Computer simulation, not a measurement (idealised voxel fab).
The document below concerns the process module designated voxel capacitor over wiring.
Cross-section cut: width 240 nm, square cells of 5 nm.
This document writes a cross-section as a grid whose cells are square, and gives it as bands, listed from the top down; one or more rows of cells form a band. Read a band's entry like this: the first values are the height of its top and the height of its bottom in nm, and what follows is the sequence of materials from left to right, each with its width in nm. Note that "blank" is empty space, and that a single material marked "throughout" reaches across the band from edge to edge. Height is counted from the level 0, under which the received wafer is composed throughout of one material. The lowest of the bands is not closed at the bottom but continues downward, in the notation "z 0 and below". So if you see something like "30->40" for the width, read it as the top row of the band sitting at the first number and the bottom row at the second, with every row in between moving by the same amount as the last. Given "nothing was modified" for a step, no cell of the cross-section differs between before and after that step. The entry titled "Unvented internal voids" provides the empty spaces that have no open way to the top, restricted to those of 8 cells or more. Each is presented as width x height at distance, the distance being measured from the left edge, with all three in nm. Step line, after settings: the simulator's comment on this step. A step line may carry the setting "overlay nm", which, for steps involving a mask, states the distance by which the mask lay to the right of its intended position; negative values denote displacement to the left.
-- plan
- 1: RECEIVE | material Si
- 2: CONFORMAL_DEP | material SiO2 | thk nm 15
- 3: DIRECTIONAL_DEP | material TiN | thk nm 5
- 4: DIRECTIONAL_DEP | material W | thk nm 25
- 5: PATTERN | tone cover | mask id METAL_1 | material resist | width nm 25 | pitch nm 90 | thk nm 20 | overlay nm 0
- 6: DIRECTIONAL_ETCH | etch materials W | depth nm 25
- 7: DIRECTIONAL_ETCH | etch materials TiN | depth nm 5
- 8: STRIP | etch materials resist
- 9: CONFORMAL_DEP | material SiN | thk nm 5
- 10: FILL_DEP | material lowk | thk nm 5
- 11: CMP | height nm 45
- 12: CONFORMAL_DEP | material SiCN | thk nm 5
- 13: DIRECTIONAL_DEP | material SiO2 | thk nm 15
- 14: DIRECTIONAL_DEP | material aC | thk nm 15
- 15: PATTERN | tone open | mask id PLUG_1 | material resist | width nm 15 | thk nm 30 | overlay nm 0
- 16: DIRECTIONAL_ETCH | etch materials aC | depth nm 15
- 17: STRIP | etch materials resist
- 18: DIRECTIONAL_ETCH | etch materials SiO2 | depth nm 15
- 19: DIRECTIONAL_ETCH | etch materials SiCN | depth nm 5
- 20: STRIP | etch materials aC
- 21: CONFORMAL_DEP | material TiN | thk nm 5
- 22: FILL_DEP | material Ru | thk nm 10
- 23: CMP | height nm 65
- 24: DIRECTIONAL_DEP | material TiN | thk nm 5
- 25: DIRECTIONAL_DEP | material Al2O3 | thk nm 5
- 26: DIRECTIONAL_DEP | material TiN | thk nm 5
- 27: DIRECTIONAL_DEP | material aC | thk nm 10
- 28: PATTERN | tone cover | mask id UPPER_PLATE | material resist | width nm 70 | thk nm 25 | overlay nm 0
- 29: DIRECTIONAL_ETCH | etch materials aC | depth nm 10
- 30: STRIP | etch materials resist
- 31: DIRECTIONAL_ETCH | etch materials TiN | depth nm 5
- 32: DIRECTIONAL_ETCH | etch materials Al2O3 | depth nm 5
- 33: STRIP | etch materials aC
- 34: PATTERN | tone cover | mask id LOWER_PLATE | material resist | width nm 80 | thk nm 15 | overlay nm 0
- 35: DIRECTIONAL_ETCH | etch materials TiN | depth nm 5
- 36: STRIP | etch materials resist
- 37: FILL_DEP | material SiO2 | thk nm 15
- 38: CMP | height nm 90
- 39: PATTERN | tone open | mask id PLUG_2 | material resist | width nm 15 | thk nm 15 | overlay nm 0
- 40: DIRECTIONAL_ETCH | etch materials SiO2 | depth nm 10
- 41: STRIP | etch materials resist
- 42: CONFORMAL_DEP | material TiN | thk nm 5
- 43: FILL_DEP | material Ru | thk nm 5
- 44: CMP | height nm 90
- 45: CONFORMAL_DEP | material SiN | thk nm 5
Among the wafers covered here, the point of difference is the thk nm at step 26; their starting state is shared, and the plan presents the value of the first wafer.
-- First of several wafers, received after step 1, in cross-section
  z 0 and below: Si throughout
  Unvented internal voids: none
-- The table below has one row for each wafer; a row shows, as of the end of the module, how many cells of each material the wafer has gained, marked (+), or lost, marked (-), since it was received, and then the wafer's closed voids
thk nm 5; +14 Al2O3; +4 Ru; +45 SiCN; +106 SiN; +469 SiO2; +54 TiN; +50 W; +170 lowk; Unvented internal voids: none
thk nm 10; +48 Al2O3; +3 Ru; +45 SiCN; +106 SiN; +390 SiO2; +100 TiN; +50 W; +170 lowk; Unvented internal voids: none
thk nm 15; +48 Al2O3; +3 Ru; +45 SiCN; +106 SiN; +345 SiO2; +145 TiN; +50 W; +170 lowk; Unvented internal voids: none
thk nm 20; +48 Al2O3; +3 Ru; +45 SiCN; +106 SiN; +311 SiO2; +179 TiN; +50 W; +170 lowk; Unvented internal voids: none
